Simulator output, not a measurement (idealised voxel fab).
process module | voxel gate over fins
cross-section cut | 140 nm wide | cells 5 nm
A cross-section is a grid of square cells, given in bands from the top down. A band is one or more rows of cells.
Each band's line starts with the height of the band's top and of its bottom, in nm. Then come its materials from left to right, each with its width in nm. One material with "throughout" fills the band from edge to edge. "air" is empty space.
Height 0 is the level under which the wafer as received is all one material. The lowest band goes on downwards, as in "0 down".
A width such as "30 to 40" changes by the same amount from each row of cells to the next, from the band's top row to its bottom row.
"no change" after a step means that no cell of the cross-section changed.
closed voids: empty space of 8 cells or more with no open way to the top, each as width x height at its distance from the left edge, in nm
after a step's settings: what the simulator itself notes on the step
overlay nm, on a step with a mask: how far to the right of its planned place the mask lay; to the left if negative
plan
1 op RECEIVE | material Si
2 op CONFORMAL_DEP | material SiN | thk nm 10
3 op DIRECTIONAL_DEP | material aC | thk nm 10
4 op PATTERN | tone cover | mask id FINS | material resist | width nm 15 | pitch nm 55 | thk nm 25 | overlay nm -15
5 op DIRECTIONAL_ETCH | etch materials aC | depth nm 10
6 op STRIP | etch materials resist
7 op DIRECTIONAL_ETCH | etch materials SiN | depth nm 10
8 op DIRECTIONAL_ETCH | etch materials Si | depth nm 35
9 op STRIP | etch materials aC
10 op OXIDIZE | depth nm 5
11 op FILL_DEP | material SiO2 | thk nm 10
12 op CMP | height nm 10
13 op DIRECTIONAL_DEP | material aC | thk nm 15
14 op PATTERN | tone open | mask id RAIL | material resist | width nm 15 | thk nm 30 | overlay nm 0
15 op DIRECTIONAL_ETCH | etch materials aC | depth nm 15
16 op STRIP | etch materials resist
17 op DIRECTIONAL_ETCH | etch materials SiO2 | depth nm 40
18 op STRIP | etch materials aC
19 op CONFORMAL_DEP | material TiN | thk nm 5
20 op FILL_DEP | material Ru | thk nm 10
21 op CMP | height nm 10
22 op SELECTIVE_ETCH | etch materials W Ru TiN | depth nm 25
23 op FILL_DEP | material SiO2 | thk nm 5
24 op CMP | height nm 10
25 op SELECTIVE_ETCH | etch materials SiO2 | depth nm 20
26 op STRIP | etch materials SiN
27 op CONFORMAL_DEP | material HfO2 | thk nm 5
28 op CONFORMAL_DEP | material TiN | thk nm 5
29 op CONFORMAL_DEP | material TiAl | thk nm 5
30 op CONFORMAL_DEP | material TiN | thk nm 5
31 op FILL_DEP | material W | thk nm 15
32 op CMP | height nm 30
33 op CONFORMAL_DEP | material SiCN | thk nm 10
varied across the wafers: overlay nm of step 4. The plan shows the first wafer's value. All wafers start alike
first wafer as received, after step 1
  0 down: Si throughout
  closed voids: none
each wafer at the end: cells of each material gained (+) or lost (-) since it was received, then its closed voids
overlay nm -15 | +36 HfO2 | +2 Ru | -208 Si | +56 SiCN | +147 SiO2 | +36 TiAl | +79 TiN | +76 W | closed voids: none
overlay nm -10 | +36 HfO2 | +2 Ru | -208 Si | +56 SiCN | +147 SiO2 | +36 TiAl | +79 TiN | +76 W | closed voids: none
overlay nm -5 | +36 HfO2 | +2 Ru | -208 Si | +56 SiCN | +147 SiO2 | +36 TiAl | +79 TiN | +76 W | closed voids: none
overlay nm 0 | +36 HfO2 | +2 Ru | -208 Si | +56 SiCN | +147 SiO2 | +36 TiAl | +79 TiN | +76 W | closed voids: none
overlay nm 5 | +36 HfO2 | +2 Ru | -208 Si | +56 SiCN | +147 SiO2 | +36 TiAl | +79 TiN | +76 W | closed voids: none
overlay nm 10 | +36 HfO2 | +2 Ru | -208 Si | +56 SiCN | +147 SiO2 | +36 TiAl | +79 TiN | +76 W | closed voids: none
overlay nm 15 | +36 HfO2 | -208 Si | +56 SiCN | +150 SiO2 | +36 TiAl | +78 TiN | +76 W | closed voids: none
